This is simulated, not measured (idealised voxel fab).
The process module presented herein is designated voxel double patterning.
This is section cut - it's 180 nm across, gridded in 5 nm square cells.
We lay out every cross-section as a grid of square cells and spell it out in bands from the top down, where one band means one or more rows of cells. Band entry format. Leading values: height of top, height of bottom, nm. Remainder: materials in left-to-right order, each with its width in nm. Special words: "full width" on a single material, which then fills the band edge to edge; "empty", empty space. The reference from which all heights are counted is 0, the level beneath which the as-received wafer is entirely one material; the lowest band, having no lower bound, proceeds downward and is written after the example "0 -> down". Width spec "30 to 40" -> top row of cells at first value, bottom row at second value, equal per-row change in between. Basically "nothing changed" means that step didn't change any cell in the cross-section. The list in "Sealed void list" covers empty spaces of 8 cells or more that cannot reach the top through any open way, and it gives each as width x height at distance; the distance is from the left edge, and width, height and distance are in nm. Formally, on a step line, whatever follows the settings is a remark that the simulator itself makes on the step. When a step includes a mask, the "overlay nm" setting on its line states how far to the right of its planned place that mask lay, and negative values state how far to the left. Everything after this point is organized in pairs: a cross-section before one process step, a cross-section after it that shows only as deep as the lowest changed band, and, under the pair, the intervening step with its settings. Because different runs of this module on the same starting wafer can supply different pairs, a pair continues from the pair above it only if its entry headed "State on entry" says so.
### State on entry
  0 -> down: Si full width
  Sealed void list: none
### Cross-Section After Step
  10 -> 0: SiO2 full width
  Below 0, no change.
  Sealed void list: none
Before/after cross-sections above; step in between: CONFORMAL_DEP: material SiO2, thk nm 10
State on entry: The initial state for this step is given by the after cross-section of the immediately preceding pair.
### Cross-Section After Step
  30 -> 10: W full width
  Below 10, no change.
  Sealed void list: none
Before/after cross-sections above; step in between: DIRECTIONAL_DEP: material W, thk nm 20
State on entry: The initial state for this step is given by the after cross-section of the immediately preceding pair.
### Cross-Section After Step
  35 -> 30: SiN full width
  Below 30, no change.
  Sealed void list: none
Before/after cross-sections above; step in between: DIRECTIONAL_DEP: material SiN, thk nm 5
State on entry: The initial state for this step is given by the after cross-section of the immediately preceding pair.
### Cross-Section After Step
  50 -> 35: resist: 30 / empty: 15 / resist: 35 / empty: 15 / resist: 35 / empty: 15 / resist: 35
  Below 35, no change.
  Sealed void list: none
Before/after cross-sections above; step in between: PATTERN: tone open, mask id FIRST, material resist, width nm 15, pitch nm 50, thk nm 15, overlay nm 0
State on entry: The initial state for this step is given by the after cross-section of the immediately preceding pair.
### Cross-Section After Step
  50 -> 35: resist: 30 / empty: 15 / resist: 35 / empty: 15 / resist: 35 / empty: 15 / resist: 35
  35 -> 30: SiN: 30 / empty: 15 / SiN: 35 / empty: 15 / SiN: 35 / empty: 15 / SiN: 35
  Below 30, no change.
  Sealed void list: none
Before/after cross-sections above; step in between: DIRECTIONAL_ETCH: etch materials SiN, depth nm 5
State on entry: The initial state for this step is given by the after cross-section of the immediately preceding pair.
### Cross-Section After Step
  35 -> 30: SiN: 30 / empty: 15 / SiN: 35 / empty: 15 / SiN: 35 / empty: 15 / SiN: 35
  Below 30, no change.
  Sealed void list: none
Before/after cross-sections above; step in between: STRIP: etch materials resist
State on entry: The initial state for this step is given by the after cross-section of the immediately preceding pair.
### Cross-Section After Step
  50 -> 45: aC: 30 / empty: 15 / aC: 35 / empty: 15 / aC: 35 / empty: 15 / aC: 35
  45 -> 35: aC full width
  35 -> 30: SiN: 30 / aC: 15 / SiN: 35 / aC: 15 / SiN: 35 / aC: 15 / SiN: 35
  Below 30, no change.
  Sealed void list: none
Before/after cross-sections above; step in between: DIRECTIONAL_DEP: material aC, thk nm 15
State on entry: The initial state for this step is given by the after cross-section of the immediately preceding pair.
### Cross-Section After Step
  80 -> 50: resist: 55 / empty: 15 / resist: 35 / empty: 15 / resist: 60
  50 -> 45: aC: 30 / resist: 15 / aC: 35 / resist: 15 / aC: 35 / resist: 15 / aC: 35
  Below 45, no change.
  Sealed void list: none
Before/after cross-sections above; step in between: PATTERN: tone open, mask id SECOND, material resist, width nm 15, pitch nm 50, thk nm 30, overlay nm 0
State on entry: The initial state for this step is given by the after cross-section of the immediately preceding pair.
### Cross-Section After Step
  65 -> 50: resist: 55 / empty: 15 / resist: 35 / empty: 15 / resist: 60
  50 -> 45: aC: 30 / resist: 15 / aC: 10 / empty: 15 / aC: 10 / resist: 15 / aC: 10 / empty: 15 / aC: 10 / resist: 15 / aC: 35
  45 -> 35: aC: 55 / empty: 15 / aC: 35 / empty: 15 / aC: 60
  Below 35, no change.
  Sealed void list: none
Before/after cross-sections above; step in between: DIRECTIONAL_ETCH: etch materials aC, depth nm 15
State on entry: The initial state for this step is given by the after cross-section of the immediately preceding pair.
### Cross-Section After Step
  50 -> 45: aC: 30 / empty: 15 / aC: 10 / empty: 15 / aC: 10 / empty: 15 / aC: 10 / empty: 15 / aC: 10 / empty: 15 / aC: 35
  Below 45, no change.
  Sealed void list: none
Before/after cross-sections above; step in between: STRIP: etch materials resist
State on entry: The initial state for this step is given by the after cross-section of the immediately preceding pair.
### Cross-Section After Step
  50 -> 45: aC: 30 / empty: 15 / aC: 10 / empty: 15 / aC: 10 / empty: 15 / aC: 10 / empty: 15 / aC: 10 / empty: 15 / aC: 35
  45 -> 35: aC: 55 / empty: 15 / aC: 35 / empty: 15 / aC: 60
  35 -> 30: SiN: 30 / aC: 15 / SiN: 10 / empty: 15 / SiN: 10 / aC: 15 / SiN: 10 / empty: 15 / SiN: 10 / aC: 15 / SiN: 35
  Below 30, no change.
  Sealed void list: none
Before/after cross-sections above; step in between: DIRECTIONAL_ETCH: etch materials SiN, depth nm 5
State on entry: The initial state for this step is given by the after cross-section of the immediately preceding pair.
### Cross-Section After Step
  35 -> 30: SiN: 30 / empty: 15 / SiN: 10 / empty: 15 / SiN: 10 / empty: 15 / SiN: 10 / empty: 15 / SiN: 10 / empty: 15 / SiN: 35
  Below 30, no change.
  Sealed void list: none
Before/after cross-sections above; step in between: STRIP: etch materials aC
State on entry: The initial state for this step is given by the after cross-section of the immediately preceding pair.
### Cross-Section After Step
  35 -> 30: SiN: 30 / empty: 15 / SiN: 10 / empty: 15 / SiN: 10 / empty: 15 / SiN: 10 / empty: 15 / SiN: 10 / empty: 15 / SiN: 35
  30 -> 10: W: 30 / empty: 15 / W: 10 / empty: 15 / W: 10 / empty: 15 / W: 10 / empty: 15 / W: 10 / empty: 15 / W: 35
  Below 10, no change.
  Sealed void list: none
Before/after cross-sections above; step in between: DIRECTIONAL_ETCH: etch materials W, depth nm 20
State on entry: The initial state for this step is given by the after cross-section of the immediately preceding pair.
### Cross-Section After Step
  30 -> 10: W: 30 / empty: 15 / W: 10 / empty: 15 / W: 10 / empty: 15 / W: 10 / empty: 15 / W: 10 / empty: 15 / W: 35
  Below 10, no change.
  Sealed void list: none
Before/after cross-sections above; step in between: STRIP: etch materials SiN
### State on entry
  0 -> down: Si full width
  Sealed void list: none
### Cross-Section After Step
  20 -> 0: W full width
  Below 0, no change.
  Sealed void list: none
Before/after cross-sections above; step in between: DIRECTIONAL_DEP: material W, thk nm 20
State on entry: The initial state for this step is given by the after cross-section of the immediately preceding pair.
### Cross-Section After Step
  25 -> 20: SiN full width
  Below 20, no change.
  Sealed void list: none
Before/after cross-sections above; step in between: DIRECTIONAL_DEP: material SiN, thk nm 5
State on entry: The initial state for this step is given by the after cross-section of the immediately preceding pair.
### Cross-Section After Step
  40 -> 25: resist: 30 / empty: 15 / resist: 35 / empty: 15 / resist: 35 / empty: 15 / resist: 35
  Below 25, no change.
  Sealed void list: none
Before/after cross-sections above; step in between: PATTERN: tone open, mask id FIRST, material resist, width nm 15, pitch nm 50, thk nm 15, overlay nm 0
State on entry: The initial state for this step is given by the after cross-section of the immediately preceding pair.
### Cross-Section After Step
  40 -> 25: resist: 30 / empty: 15 / resist: 35 / empty: 15 / resist: 35 / empty: 15 / resist: 35
  25 -> 20: SiN: 30 / empty: 15 / SiN: 35 / empty: 15 / SiN: 35 / empty: 15 / SiN: 35
  Below 20, no change.
  Sealed void list: none
Before/after cross-sections above; step in between: DIRECTIONAL_ETCH: etch materials SiN, depth nm 5
State on entry: The initial state for this step is given by the after cross-section of the immediately preceding pair.
### Cross-Section After Step
  25 -> 20: SiN: 30 / empty: 15 / SiN: 35 / empty: 15 / SiN: 35 / empty: 15 / SiN: 35
  Below 20, no change.
  Sealed void list: none
Before/after cross-sections above; step in between: STRIP: etch materials resist
State on entry: The initial state for this step is given by the after cross-section of the immediately preceding pair.
### Cross-Section After Step
  40 -> 35: aC: 30 / empty: 15 / aC: 35 / empty: 15 / aC: 35 / empty: 15 / aC: 35
  35 -> 25: aC full width
  25 -> 20: SiN: 30 / aC: 15 / SiN: 35 / aC: 15 / SiN: 35 / aC: 15 / SiN: 35
  Below 20, no change.
  Sealed void list: none
Before/after cross-sections above; step in between: DIRECTIONAL_DEP: material aC, thk nm 15
State on entry: The initial state for this step is given by the after cross-section of the immediately preceding pair.
### Cross-Section After Step
  70 -> 40: resist: 55 / empty: 15 / resist: 35 / empty: 15 / resist: 60
  40 -> 35: aC: 30 / resist: 15 / aC: 35 / resist: 15 / aC: 35 / resist: 15 / aC: 35
  Below 35, no change.
  Sealed void list: none
Before/after cross-sections above; step in between: PATTERN: tone open, mask id SECOND, material resist, width nm 15, pitch nm 50, thk nm 30, overlay nm 0
State on entry: The initial state for this step is given by the after cross-section of the immediately preceding pair.
### Cross-Section After Step
  55 -> 40: resist: 55 / empty: 15 / resist: 35 / empty: 15 / resist: 60
  40 -> 35: aC: 30 / resist: 15 / aC: 10 / empty: 15 / aC: 10 / resist: 15 / aC: 10 / empty: 15 / aC: 10 / resist: 15 / aC: 35
  35 -> 25: aC: 55 / empty: 15 / aC: 35 / empty: 15 / aC: 60
  Below 25, no change.
  Sealed void list: none
Before/after cross-sections above; step in between: DIRECTIONAL_ETCH: etch materials aC, depth nm 15
State on entry: The initial state for this step is given by the after cross-section of the immediately preceding pair.
### Cross-Section After Step
  40 -> 35: aC: 30 / empty: 15 / aC: 10 / empty: 15 / aC: 10 / empty: 15 / aC: 10 / empty: 15 / aC: 10 / empty: 15 / aC: 35
  Below 35, no change.
  Sealed void list: none
Before/after cross-sections above; step in between: STRIP: etch materials resist
State on entry: The initial state for this step is given by the after cross-section of the immediately preceding pair.
### Cross-Section After Step
  40 -> 35: aC: 30 / empty: 15 / aC: 10 / empty: 15 / aC: 10 / empty: 15 / aC: 10 / empty: 15 / aC: 10 / empty: 15 / aC: 35
  35 -> 25: aC: 55 / empty: 15 / aC: 35 / empty: 15 / aC: 60
  25 -> 20: SiN: 30 / aC: 15 / SiN: 10 / empty: 15 / SiN: 10 / aC: 15 / SiN: 10 / empty: 15 / SiN: 10 / aC: 15 / SiN: 35
  Below 20, no change.
  Sealed void list: none
Before/after cross-sections above; step in between: DIRECTIONAL_ETCH: etch materials SiN, depth nm 5
State on entry: The initial state for this step is given by the after cross-section of the immediately preceding pair.
### Cross-Section After Step
  25 -> 20: SiN: 30 / empty: 15 / SiN: 10 / empty: 15 / SiN: 10 / empty: 15 / SiN: 10 / empty: 15 / SiN: 10 / empty: 15 / SiN: 35
  Below 20, no change.
  Sealed void list: none
Before/after cross-sections above; step in between: STRIP: etch materials aC
State on entry: The initial state for this step is given by the after cross-section of the immediately preceding pair.
### Cross-Section After Step
  25 -> 20: SiN: 30 / empty: 15 / SiN: 10 / empty: 15 / SiN: 10 / empty: 15 / SiN: 10 / empty: 15 / SiN: 10 / empty: 15 / SiN: 35
  20 -> 0: W: 30 / empty: 15 / W: 10 / empty: 15 / W: 10 / empty: 15 / W: 10 / empty: 15 / W: 10 / empty: 15 / W: 35
  Below 0, no change.
  Sealed void list: none
Before/after cross-sections above; step in between: DIRECTIONAL_ETCH: etch materials W, depth nm 20
State on entry: The initial state for this step is given by the after cross-section of the immediately preceding pair.
### Cross-Section After Step
  20 -> 0: W: 30 / empty: 15 / W: 10 / empty: 15 / W: 10 / empty: 15 / W: 10 / empty: 15 / W: 10 / empty: 15 / W: 35
  Below 0, no change.
  Sealed void list: none
Before/after cross-sections above; step in between: STRIP: etch materials SiN
### State on entry
  30 -> 10: W full width
  10 -> 0: SiO2 full width
  0 -> down: Si full width
  Sealed void list: none
### Cross-Section After Step
  50 -> 10: W full width
  Below 10, no change.
  Sealed void list: none
Before/after cross-sections above; step in between: DIRECTIONAL_DEP: material W, thk nm 20
State on entry: The initial state for this step is given by the after cross-section of the immediately preceding pair.
### Cross-Section After Step
  55 -> 50: SiN full width
  Below 50, no change.
  Sealed void list: none
Before/after cross-sections above; step in between: DIRECTIONAL_DEP: material SiN, thk nm 5
State on entry: The initial state for this step is given by the after cross-section of the immediately preceding pair.
### Cross-Section After Step
  70 -> 55: resist: 30 / empty: 15 / resist: 35 / empty: 15 / resist: 35 / empty: 15 / resist: 35
  Below 55, no change.
  Sealed void list: none
Before/after cross-sections above; step in between: PATTERN: tone open, mask id FIRST, material resist, width nm 15, pitch nm 50, thk nm 15, overlay nm 0
State on entry: The initial state for this step is given by the after cross-section of the immediately preceding pair.
### Cross-Section After Step
  70 -> 55: resist: 30 / empty: 15 / resist: 35 / empty: 15 / resist: 35 / empty: 15 / resist: 35
  55 -> 50: SiN: 30 / empty: 15 / SiN: 35 / empty: 15 / SiN: 35 / empty: 15 / SiN: 35
  Below 50, no change.
  Sealed void list: none
Before/after cross-sections above; step in between: DIRECTIONAL_ETCH: etch materials SiN, depth nm 5
State on entry: The initial state for this step is given by the after cross-section of the immediately preceding pair.
### Cross-Section After Step
  55 -> 50: SiN: 30 / empty: 15 / SiN: 35 / empty: 15 / SiN: 35 / empty: 15 / SiN: 35
  Below 50, no change.
  Sealed void list: none
Before/after cross-sections above; step in between: STRIP: etch materials resist
State on entry: The initial state for this step is given by the after cross-section of the immediately preceding pair.
### Cross-Section After Step
  70 -> 65: aC: 30 / empty: 15 / aC: 35 / empty: 15 / aC: 35 / empty: 15 / aC: 35
  65 -> 55: aC full width
  55 -> 50: SiN: 30 / aC: 15 / SiN: 35 / aC: 15 / SiN: 35 / aC: 15 / SiN: 35
  Below 50, no change.
  Sealed void list: none
Before/after cross-sections above; step in between: DIRECTIONAL_DEP: material aC, thk nm 15
State on entry: The initial state for this step is given by the after cross-section of the immediately preceding pair.
### Cross-Section After Step
  100 -> 70: resist: 55 / empty: 15 / resist: 35 / empty: 15 / resist: 60
  70 -> 65: aC: 30 / resist: 15 / aC: 35 / resist: 15 / aC: 35 / resist: 15 / aC: 35
  Below 65, no change.
  Sealed void list: none
Before/after cross-sections above; step in between: PATTERN: tone open, mask id SECOND, material resist, width nm 15, pitch nm 50, thk nm 30, overlay nm 0
State on entry: The initial state for this step is given by the after cross-section of the immediately preceding pair.
### Cross-Section After Step
  85 -> 70: resist: 55 / empty: 15 / resist: 35 / empty: 15 / resist: 60
  70 -> 65: aC: 30 / resist: 15 / aC: 10 / empty: 15 / aC: 10 / resist: 15 / aC: 10 / empty: 15 / aC: 10 / resist: 15 / aC: 35
  65 -> 55: aC: 55 / empty: 15 / aC: 35 / empty: 15 / aC: 60
  Below 55, no change.
  Sealed void list: none
Before/after cross-sections above; step in between: DIRECTIONAL_ETCH: etch materials aC, depth nm 15
State on entry: The initial state for this step is given by the after cross-section of the immediately preceding pair.
### Cross-Section After Step
  70 -> 65: aC: 30 / empty: 15 / aC: 10 / empty: 15 / aC: 10 / empty: 15 / aC: 10 / empty: 15 / aC: 10 / empty: 15 / aC: 35
  Below 65, no change.
  Sealed void list: none
Before/after cross-sections above; step in between: STRIP: etch materials resist
State on entry: The initial state for this step is given by the after cross-section of the immediately preceding pair.
### Cross-Section After Step
  70 -> 65: aC: 30 / empty: 15 / aC: 10 / empty: 15 / aC: 10 / empty: 15 / aC: 10 / empty: 15 / aC: 10 / empty: 15 / aC: 35
  65 -> 55: aC: 55 / empty: 15 / aC: 35 / empty: 15 / aC: 60
  55 -> 50: SiN: 30 / aC: 15 / SiN: 10 / empty: 15 / SiN: 10 / aC: 15 / SiN: 10 / empty: 15 / SiN: 10 / aC: 15 / SiN: 35
  Below 50, no change.
  Sealed void list: none
Before/after cross-sections above; step in between: DIRECTIONAL_ETCH: etch materials SiN, depth nm 5
State on entry: The initial state for this step is given by the after cross-section of the immediately preceding pair.
### Cross-Section After Step
  55 -> 50: SiN: 30 / empty: 15 / SiN: 10 / empty: 15 / SiN: 10 / empty: 15 / SiN: 10 / empty: 15 / SiN: 10 / empty: 15 / SiN: 35
  Below 50, no change.
  Sealed void list: none
Before/after cross-sections above; step in between: STRIP: etch materials aC
State on entry: The initial state for this step is given by the after cross-section of the immediately preceding pair.
### Cross-Section After Step
  55 -> 50: SiN: 30 / empty: 15 / SiN: 10 / empty: 15 / SiN: 10 / empty: 15 / SiN: 10 / empty: 15 / SiN: 10 / empty: 15 / SiN: 35
  50 -> 30: W: 30 / empty: 15 / W: 10 / empty: 15 / W: 10 / empty: 15 / W: 10 / empty: 15 / W: 10 / empty: 15 / W: 35
  Below 30, no change.
  Sealed void list: none
Before/after cross-sections above; step in between: DIRECTIONAL_ETCH: etch materials W, depth nm 20
State on entry: The initial state for this step is given by the after cross-section of the immediately preceding pair.
### Cross-Section After Step
  50 -> 30: W: 30 / empty: 15 / W: 10 / empty: 15 / W: 10 / empty: 15 / W: 10 / empty: 15 / W: 10 / empty: 15 / W: 35
  Below 30, no change.
  Sealed void list: none
Before/after cross-sections above; step in between: STRIP: etch materials SiN
### State on entry
  20 -> 0: W full width
  0 -> down: Si full width
  Sealed void list: none
### Cross-Section After Step
  30 -> 20: SiO2 full width
  Below 20, no change.
  Sealed void list: none
Before/after cross-sections above; step in between: CONFORMAL_DEP: material SiO2, thk nm 10
State on entry: The initial state for this step is given by the after cross-section of the immediately preceding pair.
### Cross-Section After Step
  35 -> 30: SiN full width
  Below 30, no change.
  Sealed void list: none
Before/after cross-sections above; step in between: DIRECTIONAL_DEP: material SiN, thk nm 5
State on entry: The initial state for this step is given by the after cross-section of the immediately preceding pair.
### Cross-Section After Step
  50 -> 35: resist: 30 / empty: 15 / resist: 35 / empty: 15 / resist: 35 / empty: 15 / resist: 35
  Below 35, no change.
  Sealed void list: none
Before/after cross-sections above; step in between: PATTERN: tone open, mask id FIRST, material resist, width nm 15, pitch nm 50, thk nm 15, overlay nm 0
State on entry: The initial state for this step is given by the after cross-section of the immediately preceding pair.
### Cross-Section After Step
  50 -> 35: resist: 30 / empty: 15 / resist: 35 / empty: 15 / resist: 35 / empty: 15 / resist: 35
  35 -> 30: SiN: 30 / empty: 15 / SiN: 35 / empty: 15 / SiN: 35 / empty: 15 / SiN: 35
  Below 30, no change.
  Sealed void list: none
Before/after cross-sections above; step in between: DIRECTIONAL_ETCH: etch materials SiN, depth nm 5
State on entry: The initial state for this step is given by the after cross-section of the immediately preceding pair.
### Cross-Section After Step
  35 -> 30: SiN: 30 / empty: 15 / SiN: 35 / empty: 15 / SiN: 35 / empty: 15 / SiN: 35
  Below 30, no change.
  Sealed void list: none
Before/after cross-sections above; step in between: STRIP: etch materials resist
State on entry: The initial state for this step is given by the after cross-section of the immediately preceding pair.
### Cross-Section After Step
  50 -> 45: aC: 30 / empty: 15 / aC: 35 / empty: 15 / aC: 35 / empty: 15 / aC: 35
  45 -> 35: aC full width
  35 -> 30: SiN: 30 / aC: 15 / SiN: 35 / aC: 15 / SiN: 35 / aC: 15 / SiN: 35
  Below 30, no change.
  Sealed void list: none
Before/after cross-sections above; step in between: DIRECTIONAL_DEP: material aC, thk nm 15
State on entry: The initial state for this step is given by the after cross-section of the immediately preceding pair.
### Cross-Section After Step
  80 -> 50: resist: 55 / empty: 15 / resist: 35 / empty: 15 / resist: 60
  50 -> 45: aC: 30 / resist: 15 / aC: 35 / resist: 15 / aC: 35 / resist: 15 / aC: 35
  Below 45, no change.
  Sealed void list: none
Before/after cross-sections above; step in between: PATTERN: tone open, mask id SECOND, material resist, width nm 15, pitch nm 50, thk nm 30, overlay nm 0
State on entry: The initial state for this step is given by the after cross-section of the immediately preceding pair.
### Cross-Section After Step
  65 -> 50: resist: 55 / empty: 15 / resist: 35 / empty: 15 / resist: 60
  50 -> 45: aC: 30 / resist: 15 / aC: 10 / empty: 15 / aC: 10 / resist: 15 / aC: 10 / empty: 15 / aC: 10 / resist: 15 / aC: 35
  45 -> 35: aC: 55 / empty: 15 / aC: 35 / empty: 15 / aC: 60
  Below 35, no change.
  Sealed void list: none
Before/after cross-sections above; step in between: DIRECTIONAL_ETCH: etch materials aC, depth nm 15
State on entry: The initial state for this step is given by the after cross-section of the immediately preceding pair.
### Cross-Section After Step
  50 -> 45: aC: 30 / empty: 15 / aC: 10 / empty: 15 / aC: 10 / empty: 15 / aC: 10 / empty: 15 / aC: 10 / empty: 15 / aC: 35
  Below 45, no change.
  Sealed void list: none
Before/after cross-sections above; step in between: STRIP: etch materials resist
State on entry: The initial state for this step is given by the after cross-section of the immediately preceding pair.
### Cross-Section After Step
  50 -> 45: aC: 30 / empty: 15 / aC: 10 / empty: 15 / aC: 10 / empty: 15 / aC: 10 / empty: 15 / aC: 10 / empty: 15 / aC: 35
  45 -> 35: aC: 55 / empty: 15 / aC: 35 / empty: 15 / aC: 60
  35 -> 30: SiN: 30 / aC: 15 / SiN: 10 / empty: 15 / SiN: 10 / aC: 15 / SiN: 10 / empty: 15 / SiN: 10 / aC: 15 / SiN: 35
  Below 30, no change.
  Sealed void list: none
Before/after cross-sections above; step in between: DIRECTIONAL_ETCH: etch materials SiN, depth nm 5
State on entry: The initial state for this step is given by the after cross-section of the immediately preceding pair.
### Cross-Section After Step
  35 -> 30: SiN: 30 / empty: 15 / SiN: 10 / empty: 15 / SiN: 10 / empty: 15 / SiN: 10 / empty: 15 / SiN: 10 / empty: 15 / SiN: 35
  Below 30, no change.
  Sealed void list: none
Before/after cross-sections above; step in between: STRIP: etch materials aC
State on entry: The initial state for this step is given by the after cross-section of the immediately preceding pair.
### Cross-Section After Step
  30 -> 20: SiO2 full width
  Below 20, no change.
  Sealed void list: none
Before/after cross-sections above; step in between: STRIP: etch materials SiN
### State on entry
  0 -> down: Si full width
  Sealed void list: none
### Cross-Section After Step
  5 -> 0: SiO2 full width
  Below 0, no change.
  Sealed void list: none
Before/after cross-sections above; step in between: CONFORMAL_DEP: material SiO2, thk nm 5
State on entry: The initial state for this step is given by the after cross-section of the immediately preceding pair.
### Cross-Section After Step
  25 -> 5: W full width
  Below 5, no change.
  Sealed void list: none
Before/after cross-sections above; step in between: DIRECTIONAL_DEP: material W, thk nm 20
State on entry: The initial state for this step is given by the after cross-section of the immediately preceding pair.
### Cross-Section After Step
  30 -> 25: SiN full width
  Below 25, no change.
  Sealed void list: none
Before/after cross-sections above; step in between: DIRECTIONAL_DEP: material SiN, thk nm 5
State on entry: The initial state for this step is given by the after cross-section of the immediately preceding pair.
### Cross-Section After Step
  45 -> 30: resist: 30 / empty: 15 / resist: 35 / empty: 15 / resist: 35 / empty: 15 / resist: 35
  Below 30, no change.
  Sealed void list: none
Before/after cross-sections above; step in between: PATTERN: tone open, mask id FIRST, material resist, width nm 15, pitch nm 50, thk nm 15, overlay nm 0
State on entry: The initial state for this step is given by the after cross-section of the immediately preceding pair.
### Cross-Section After Step
  45 -> 30: resist: 30 / empty: 15 / resist: 35 / empty: 15 / resist: 35 / empty: 15 / resist: 35
  30 -> 25: SiN: 30 / empty: 15 / SiN: 35 / empty: 15 / SiN: 35 / empty: 15 / SiN: 35
  Below 25, no change.
  Sealed void list: none
Before/after cross-sections above; step in between: DIRECTIONAL_ETCH: etch materials SiN, depth nm 5
State on entry: The initial state for this step is given by the after cross-section of the immediately preceding pair.
### Cross-Section After Step
  30 -> 25: SiN: 30 / empty: 15 / SiN: 35 / empty: 15 / SiN: 35 / empty: 15 / SiN: 35
  Below 25, no change.
  Sealed void list: none
Before/after cross-sections above; step in between: STRIP: etch materials resist
State on entry: The initial state for this step is given by the after cross-section of the immediately preceding pair.
### Cross-Section After Step
  45 -> 40: aC: 30 / empty: 15 / aC: 35 / empty: 15 / aC: 35 / empty: 15 / aC: 35
  40 -> 30: aC full width
  30 -> 25: SiN: 30 / aC: 15 / SiN: 35 / aC: 15 / SiN: 35 / aC: 15 / SiN: 35
  Below 25, no change.
  Sealed void list: none
Before/after cross-sections above; step in between: DIRECTIONAL_DEP: material aC, thk nm 15
State on entry: The initial state for this step is given by the after cross-section of the immediately preceding pair.
### Cross-Section After Step
  75 -> 45: resist: 55 / empty: 15 / resist: 35 / empty: 15 / resist: 60
  45 -> 40: aC: 30 / resist: 15 / aC: 35 / resist: 15 / aC: 35 / resist: 15 / aC: 35
  Below 40, no change.
  Sealed void list: none
Before/after cross-sections above; step in between: PATTERN: tone open, mask id SECOND, material resist, width nm 15, pitch nm 50, thk nm 30, overlay nm 0
State on entry: The initial state for this step is given by the after cross-section of the immediately preceding pair.
### Cross-Section After Step
  60 -> 45: resist: 55 / empty: 15 / resist: 35 / empty: 15 / resist: 60
  45 -> 40: aC: 30 / resist: 15 / aC: 10 / empty: 15 / aC: 10 / resist: 15 / aC: 10 / empty: 15 / aC: 10 / resist: 15 / aC: 35
  40 -> 30: aC: 55 / empty: 15 / aC: 35 / empty: 15 / aC: 60
  Below 30, no change.
  Sealed void list: none
Before/after cross-sections above; step in between: DIRECTIONAL_ETCH: etch materials aC, depth nm 15
State on entry: The initial state for this step is given by the after cross-section of the immediately preceding pair.
### Cross-Section After Step
  45 -> 40: aC: 30 / empty: 15 / aC: 10 / empty: 15 / aC: 10 / empty: 15 / aC: 10 / empty: 15 / aC: 10 / empty: 15 / aC: 35
  Below 40, no change.
  Sealed void list: none
Before/after cross-sections above; step in between: STRIP: etch materials resist
State on entry: The initial state for this step is given by the after cross-section of the immediately preceding pair.
### Cross-Section After Step
  45 -> 40: aC: 30 / empty: 15 / aC: 10 / empty: 15 / aC: 10 / empty: 15 / aC: 10 / empty: 15 / aC: 10 / empty: 15 / aC: 35
  40 -> 30: aC: 55 / empty: 15 / aC: 35 / empty: 15 / aC: 60
  30 -> 25: SiN: 30 / aC: 15 / SiN: 10 / empty: 15 / SiN: 10 / aC: 15 / SiN: 10 / empty: 15 / SiN: 10 / aC: 15 / SiN: 35
  Below 25, no change.
  Sealed void list: none
Before/after cross-sections above; step in between: DIRECTIONAL_ETCH: etch materials SiN, depth nm 5
State on entry: The initial state for this step is given by the after cross-section of the immediately preceding pair.
### Cross-Section After Step
  30 -> 25: SiN: 30 / empty: 15 / SiN: 10 / empty: 15 / SiN: 10 / empty: 15 / SiN: 10 / empty: 15 / SiN: 10 / empty: 15 / SiN: 35
  Below 25, no change.
  Sealed void list: none
Before/after cross-sections above; step in between: STRIP: etch materials aC
State on entry: The initial state for this step is given by the after cross-section of the immediately preceding pair.
### Cross-Section After Step
  30 -> 25: SiN: 30 / empty: 15 / SiN: 10 / empty: 15 / SiN: 10 / empty: 15 / SiN: 10 / empty: 15 / SiN: 10 / empty: 15 / SiN: 35
  25 -> 5: W: 30 / empty: 15 / W: 10 / empty: 15 / W: 10 / empty: 15 / W: 10 / empty: 15 / W: 10 / empty: 15 / W: 35
  Below 5, no change.
  Sealed void list: none
Before/after cross-sections above; step in between: DIRECTIONAL_ETCH: etch materials W, depth nm 20
State on entry: The initial state for this step is given by the after cross-section of the immediately preceding pair.
### Cross-Section After Step
  25 -> 5: W: 30 / empty: 15 / W: 10 / empty: 15 / W: 10 / empty: 15 / W: 10 / empty: 15 / W: 10 / empty: 15 / W: 35
  Below 5, no change.
  Sealed void list: none
Before/after cross-sections above; step in between: STRIP: etch materials SiN
### State on entry
  35 -> 30: SiN full width
  30 -> 10: W full width
  10 -> 0: SiO2 full width
  0 -> down: Si full width
  Sealed void list: none
### Cross-Section After Step
  50 -> 35: resist: 30 / empty: 20 / resist: 30 / empty: 20 / resist: 30 / empty: 20 / resist: 30
  Below 35, no change.
  Sealed void list: none
Before/after cross-sections above; step in between: PATTERN: tone open, mask id FIRST, material resist, width nm 20, pitch nm 50, thk nm 15, overlay nm 0
State on entry: The initial state for this step is given by the after cross-section of the immediately preceding pair.
### Cross-Section After Step
  50 -> 35: resist: 30 / empty: 20 / resist: 30 / empty: 20 / resist: 30 / empty: 20 / resist: 30
  35 -> 30: SiN: 30 / empty: 20 / SiN: 30 / empty: 20 / SiN: 30 / empty: 20 / SiN: 30
  Below 30, no change.
  Sealed void list: none
Before/after cross-sections above; step in between: DIRECTIONAL_ETCH: etch materials SiN, depth nm 5
State on entry: The initial state for this step is given by the after cross-section of the immediately preceding pair.
### Cross-Section After Step
  35 -> 30: SiN: 30 / empty: 20 / SiN: 30 / empty: 20 / SiN: 30 / empty: 20 / SiN: 30
  Below 30, no change.
  Sealed void list: none
Before/after cross-sections above; step in between: STRIP: etch materials resist
State on entry: The initial state for this step is given by the after cross-section of the immediately preceding pair.
### Cross-Section After Step
  50 -> 45: aC: 30 / empty: 20 / aC: 30 / empty: 20 / aC: 30 / empty: 20 / aC: 30
  45 -> 35: aC full width
  35 -> 30: SiN: 30 / aC: 20 / SiN: 30 / aC: 20 / SiN: 30 / aC: 20 / SiN: 30
  Below 30, no change.
  Sealed void list: none
Before/after cross-sections above; step in between: DIRECTIONAL_DEP: material aC, thk nm 15
State on entry: The initial state for this step is given by the after cross-section of the immediately preceding pair.
### Cross-Section After Step
  80 -> 50: resist: 55 / empty: 15 / resist: 35 / empty: 15 / resist: 60
  50 -> 45: aC: 30 / resist: 20 / aC: 30 / resist: 20 / aC: 30 / resist: 20 / aC: 30
  Below 45, no change.
  Sealed void list: none
Before/after cross-sections above; step in between: PATTERN: tone open, mask id SECOND, material resist, width nm 15, pitch nm 50, thk nm 30, overlay nm 0
State on entry: The initial state for this step is given by the after cross-section of the immediately preceding pair.
### Cross-Section After Step
  65 -> 50: resist: 55 / empty: 15 / resist: 35 / empty: 15 / resist: 60
  50 -> 45: aC: 30 / resist: 20 / aC: 5 / empty: 15 / aC: 10 / resist: 20 / aC: 5 / empty: 15 / aC: 10 / resist: 20 / aC: 30
  45 -> 35: aC: 55 / empty: 15 / aC: 35 / empty: 15 / aC: 60
  Below 35, no change.
  Sealed void list: none
Before/after cross-sections above; step in between: DIRECTIONAL_ETCH: etch materials aC, depth nm 15
